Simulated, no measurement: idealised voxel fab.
This section sets out a process module, namely voxel released beams.
Cross-section cut: width 215 nm, square cells of 5 nm.
When this document writes out a cross-section, it uses a grid of square cells and lists it as bands, beginning at the top and moving down, with a band standing for one or more rows of cells. Heads up on the band format: heights come first, top then bottom, in nm. After that it's the materials left to right, each with its width in nm. A single material flagged "everywhere" fills the whole band edge to edge, and "empty" means there's empty space there. Convention: height 0 is the level below which the wafer, as received, is all one material. The lowest band does not terminate at the bottom but continues downward, represented as "0 nm and below". With a width like "30..40", each row of cells in the band differs from the next by the same amount, the top row carrying the first number and the bottom row the second. The designation "remained the same", where it is given for a processing step, indicates that no cell of the cross-section was altered in the course of that step. In "Non-vented voids" the enclosed voids are listed, meaning empty spaces of 8 cells or larger without any opening to the top. The form is width x height at distance, distance from the left edge, units nm. Step line, after settings: the simulator's comment on this step. What "overlay nm" on a step's line means: if the step has a mask, that mask lay this far to the right of its planned place, or, when the value is negative, to the left.

Process steps - plan:
1. RECEIVE with material Si
2. CONFORMAL_DEP with material Al2O3, thk nm 5
3. DIRECTIONAL_DEP with material SiO2, thk nm 10
4. PATTERN with tone open, mask id ANCHOR, material resist, width nm 45, thk nm 20, overlay nm 0
5. DIRECTIONAL_ETCH with etch materials SiO2, depth nm 10
6. STRIP with etch materials resist
7. CONFORMAL_DEP with material W, thk nm 15
8. MASKED_ETCH with tone cover, mask id BEAM, width nm 130, etch materials W, depth nm 15, overlay nm 0
9. STRIP with etch materials SiO2

So, the first of our two wafers, run just as we planned it:

Step 1 complete: cross-section of the wafer as received:
* 0 nm and below = Si everywhere
* Non-vented voids: none

Cross-section of the wafer after step 2:
* 5 nm to 0 nm = Al2O3 everywhere
* Below 0, the layers are the same as they were.

Cross-section of the wafer after step 3:
* 15 nm to 5 nm = SiO2 everywhere
* Below 5, the layers are the same as they were.

Cross-section of the wafer after step 4:
* 35 nm to 15 nm = 45 of resist, then 45 of empty, then 125 of resist
* Below 15, the layers are the same as they were.

Cross-section of the wafer after step 5:
* 35 nm to 15 nm = 45 of resist, then 45 of empty, then 125 of resist
* 15 nm to 5 nm = 45 of SiO2, then 45 of empty, then 125 of SiO2
* Below 5, the layers are the same as they were.

Cross-section of the wafer after step 6:
* 15 nm to 5 nm = 45 of SiO2, then 45 of empty, then 125 of SiO2
* Below 5, the layers are the same as they were.

Cross-section of the wafer after step 7:
* 30 nm to 20 nm = 60 of W, then 15 of empty, then 140 of W
* 20 nm to 15 nm = W everywhere
* 15 nm to 5 nm = 45 of SiO2, then 45 of W, then 125 of SiO2
* Below 5, the layers are the same as they were.

Cross-section of the wafer after step 8:
* 30 nm to 20 nm = 40 of empty, then 20 of W, then 15 of empty, then 95 of W, then 45 of empty
* 20 nm to 15 nm = 40 of empty, then 130 of W, then 45 of empty
* Below 15, the layers are the same as they were.

Cross-section of the wafer after step 9:
* 30 nm to 20 nm = 40 of empty, then 20 of W, then 15 of empty, then 95 of W, then 45 of empty
* 20 nm to 15 nm = 40 of empty, then 130 of W, then 45 of empty
* 15 nm to 5 nm = 45 of empty, then 45 of W, then 125 of empty
* Below 5, the layers are the same as they were.

For the second wafer, take the first wafer's start and plan, then add one mistake made in running it; everything through step 3, that step included, is shared with the first:

Here is the second wafer in cross-section at the point where step 4 of the plan should have been done:
* 35 nm to 15 nm = 45 of empty, then 45 of resist, then 125 of empty
* Below 15, the layers are the same as they were.

Here is the second wafer in cross-section at the point where step 5 of the plan should have been done:
* 35 nm to 15 nm = 45 of empty, then 45 of resist, then 125 of empty
* 15 nm to 5 nm = 45 of empty, then 45 of SiO2, then 125 of empty
* Below 5, the layers are the same as they were.

Here is the second wafer in cross-section at the point where step 6 of the plan should have been done:
* 15 nm to 5 nm = 45 of empty, then 45 of SiO2, then 125 of empty
* Below 5, the layers are the same as they were.

Here is the second wafer in cross-section at the point where step 7 of the plan should have been done:
* 30 nm to 20 nm = 30 of empty, then 75 of W, then 110 of empty
* 20 nm to 15 nm = W everywhere
* 15 nm to 5 nm = 45 of W, then 45 of SiO2, then 125 of W
* Below 5, the layers are the same as they were.

Here is the second wafer in cross-section at the point where step 8 of the plan should have been done:
* 30 nm to 20 nm = 40 of empty, then 65 of W, then 110 of empty
* 20 nm to 15 nm = 40 of empty, then 130 of W, then 45 of empty
* 15 nm to 5 nm = 30 of empty, then 15 of W, then 45 of SiO2, then 80 of W, then 45 of empty
* Below 5, the layers are the same as they were.

Here is the second wafer in cross-section at the point where step 9 of the plan should have been done: remained the same
Heads up, the wafer didn't run the way we planned it: step 4 was run on a setting that differed from the plan, and what really ran there is PATTERN with tone cover, mask id ANCHOR, material resist, width nm 45, thk nm 20, overlay nm 0
Final difference in cells, second wafer against first, listed per material as more or fewer: 18 more of SiO2
